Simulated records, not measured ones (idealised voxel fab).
You're looking at the process module voxel released beams.
It is cross-section cut that appears here, measuring 150 nm in width, its square cells being 5 nm in size.
How to read a cross-section here: the picture is a grid of square cells, written as bands going from the top down, and any band can span one or more rows of cells. Heads up on the band format: heights come first, top then bottom, in nm. After that it's the materials left to right, each with its width in nm. A single material flagged "edge to edge" fills the whole band edge to edge, and "empty" means there's empty space there. Heights from 0 (as-received wafer is one material below). Bottom band endless downward, as "from 0 down". It should be noted that a width expressed as "30->40" varies in equal increments from row to row of cells within the band, taking the value of the first number at the top row and that of the second number at the bottom row. No cell of the cross-section changed in a step that is given as "no modifications". In "Closed cavities" the enclosed voids are listed, meaning empty spaces of 8 cells or larger without any opening to the top. The form is width x height at distance, distance from the left edge, units nm. Formally, on a step line, whatever follows the settings is a remark that the simulator itself makes on the step. overlay nm: mask offset rightward from planned place, masked step; negative means leftward offset.

-- Process steps - plan
| 1 | RECEIVE,material Si |
| 2 | CONFORMAL_DEP,material Al2O3,thk nm 5 |
| 3 | DIRECTIONAL_DEP,material SiO2,thk nm 10 |
| 4 | PATTERN,tone open,mask id ANCHOR,material resist,width nm 25,thk nm 20,overlay nm 0 |
| 5 | DIRECTIONAL_ETCH,etch materials SiO2,depth nm 10 |
| 6 | STRIP,etch materials resist |
| 7 | CONFORMAL_DEP,material SiN,thk nm 10 |
| 8 | PATTERN,tone cover,mask id BEAM,material resist,width nm 110,thk nm 15,overlay nm 0 |
| 9 | DIRECTIONAL_ETCH,etch materials SiN,depth nm 10 |
| 10 | STRIP,etch materials resist |
| 11 | STRIP,etch materials SiO2 |

-- First of the two wafers, run per plan

-- as received, after step 1
	from 0 down  Si edge to edge
	Closed cavities: none

-- Cross-sectional representation of the wafer at the conclusion of step 2
	from 5 to 0  Al2O3 edge to edge
	Rest of section, below 0: as before.

-- Cross-sectional representation of the wafer at the conclusion of step 3
	from 15 to 5  SiO2 edge to edge
	Rest of section, below 5: as before.

-- Cross-sectional representation of the wafer at the conclusion of step 4
	from 35 to 15  20 of resist, then 25 of empty, then 105 of resist
	Rest of section, below 15: as before.

-- Cross-sectional representation of the wafer at the conclusion of step 5
	from 35 to 15  20 of resist, then 25 of empty, then 105 of resist
	from 15 to 5  20 of SiO2, then 25 of empty, then 105 of SiO2
	Rest of section, below 5: as before.

-- Cross-sectional representation of the wafer at the conclusion of step 6
	from 15 to 5  20 of SiO2, then 25 of empty, then 105 of SiO2
	Rest of section, below 5: as before.

-- Cross-sectional representation of the wafer at the conclusion of step 7
	from 25 to 15  30 of SiN, then 5 of empty, then 115 of SiN
	from 15 to 5  20 of SiO2, then 25 of SiN, then 105 of SiO2
	Rest of section, below 5: as before.

-- Cross-sectional representation of the wafer at the conclusion of step 8
	from 40 to 25  15 of empty, then 110 of resist, then 25 of empty
	from 25 to 15  30 of SiN, then 5 of resist, then 115 of SiN
	Rest of section, below 15: as before.

-- Cross-sectional representation of the wafer at the conclusion of step 9
	from 40 to 25  15 of empty, then 110 of resist, then 25 of empty
	from 25 to 15  15 of empty, then 15 of SiN, then 5 of resist, then 90 of SiN, then 25 of empty
	Rest of section, below 15: as before.

-- Cross-sectional representation of the wafer at the conclusion of step 10
	from 25 to 15  15 of empty, then 15 of SiN, then 5 of empty, then 90 of SiN, then 25 of empty
	Rest of section, below 15: as before.

-- Cross-sectional representation of the wafer at the conclusion of step 11
	from 25 to 15  15 of empty, then 15 of SiN, then 5 of empty, then 90 of SiN, then 25 of empty
	from 15 to 5  20 of empty, then 25 of SiN, then 105 of empty
	Rest of section, below 5: as before.

-- The second wafer began exactly as the first did and followed the same plan, but one mistake was made while running it; through step 10 inclusive, the two wafers are identical

-- Planned end of step 11: second wafer, cross-section
	from 25 to 15  15 of empty, then 15 of SiN, then 5 of empty, then 90 of SiN, then 25 of empty
	from 15 to 5  20 of empty, then 25 of SiN, then 105 of empty
	Rest of section, below 5: as before.
Misprocessing identified: step 11 of the plan was twice carried out
Result: same final cross-section on the two wafers, so no effect from the mistake in this model.
